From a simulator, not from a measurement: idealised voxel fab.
The process module that follows is named voxel fin reveal.
Xsec cut, 290 nm wide, square cell size 5 nm.
Throughout this document, each cross-section is represented as a grid of square cells and is presented as a sequence of bands enumerated from the top downward, where a band comprises one or more rows of cells. Heads up on the band format: heights come first, top then bottom, in nm. After that it's the materials left to right, each with its width in nm. A single material flagged "throughout" fills the whole band edge to edge, and "air" means there's empty space there. The reference from which all heights are counted is 0, the level beneath which the as-received wafer is entirely one material; the lowest band, having no lower bound, proceeds downward and is written after the example "z 0 and below". You'd read "30..40" like this: the band's top row of cells is as wide as the first number, its bottom row is as wide as the second, and going down, every row changes width by the same amount as the row before did. "left unchanged" for a step: no cell of the cross-section changed in that step. The entry "Sealed-off cavities" lists the empty spaces that cover at least 8 cells and have no open path to the top. Each is written as width x height at distance, where the distance is measured from the left edge and all three values are in nm. Read whatever lies past the settings on a step's line as the simulator's own remark about the step. A step line may carry the setting "overlay nm", which, for steps involving a mask, states the distance by which the mask lay to the right of its intended position; negative values denote displacement to the left.

**Steps planned for the process**
1. RECEIVE (material Si)
2. CONFORMAL_DEP (material SiN; thk nm 10)
3. PATTERN (tone cover; mask id FINS; material resist; width nm 15; pitch nm 40; thk nm 15; overlay nm 0)
4. DIRECTIONAL_ETCH (etch materials SiN; depth nm 10)
5. DIRECTIONAL_ETCH (etch materials Si; depth nm 35)
6. STRIP (etch materials resist)
7. OXIDIZE (depth nm 5)
8. FILL_DEP (material SiO2; thk nm 5)
9. CMP (height nm 10)
10. SELECTIVE_ETCH (etch materials SiO2; depth nm 25)
11. STRIP (etch materials SiN)
12. CONFORMAL_DEP (material HfO2; thk nm 5)

**Cross-section of the incoming wafer, state after step 1**
- z 0 and below  Si throughout
- Sealed-off cavities: none

**Cross-section, first of two wafers, end of module, run as planned**
- z 5 to 0  air: 115; HfO2: 15; air: 25; HfO2: 15; air: 120
- z 0 to -10  air: 115; HfO2: 5; Si: 5; HfO2: 5; air: 25; HfO2: 5; Si: 5; HfO2: 5; air: 120
- z -10 to -15  HfO2: 120; Si: 5; HfO2: 35; Si: 5; HfO2: 125
- z -15 to -40  SiO2: 120; Si: 5; SiO2: 35; Si: 5; SiO2: 125
- z -40 and below  Si throughout
- Sealed-off cavities: none

**second wafer at the end: like start, like plan, one mistake**
- z 5 to 0  air: 115; HfO2: 15; air: 25; HfO2: 15; air: 120
- z 0 to -10  air: 115; HfO2: 5; Si: 5; HfO2: 5; air: 25; HfO2: 5; Si: 5; HfO2: 5; air: 120
- z -10 to -15  HfO2: 95; air: 20; HfO2: 5; Si: 5; HfO2: 5; air: 25; HfO2: 5; Si: 5; HfO2: 5; air: 20; HfO2: 100
- z -15 to -20  SiO2: 90; HfO2: 5; air: 20; HfO2: 5; Si: 5; HfO2: 5; air: 25; HfO2: 5; Si: 5; HfO2: 5; air: 20; HfO2: 5; SiO2: 95
- z -20 to -25  SiO2: 90; HfO2: 30; Si: 5; HfO2: 35; Si: 5; HfO2: 30; SiO2: 95
- z -25 to -40  SiO2: 120; Si: 5; SiO2: 35; Si: 5; SiO2: 125
- z -40 and below  Si throughout
- Sealed-off cavities: none
Heads up, the wafer didn't run the way we planned it: plan steps 10 and 11 run swapped
Upon completion, the second wafer contains, in terms of cells, a greater or smaller amount of certain materials than the first wafer: HfO2 +12; SiO2 -38
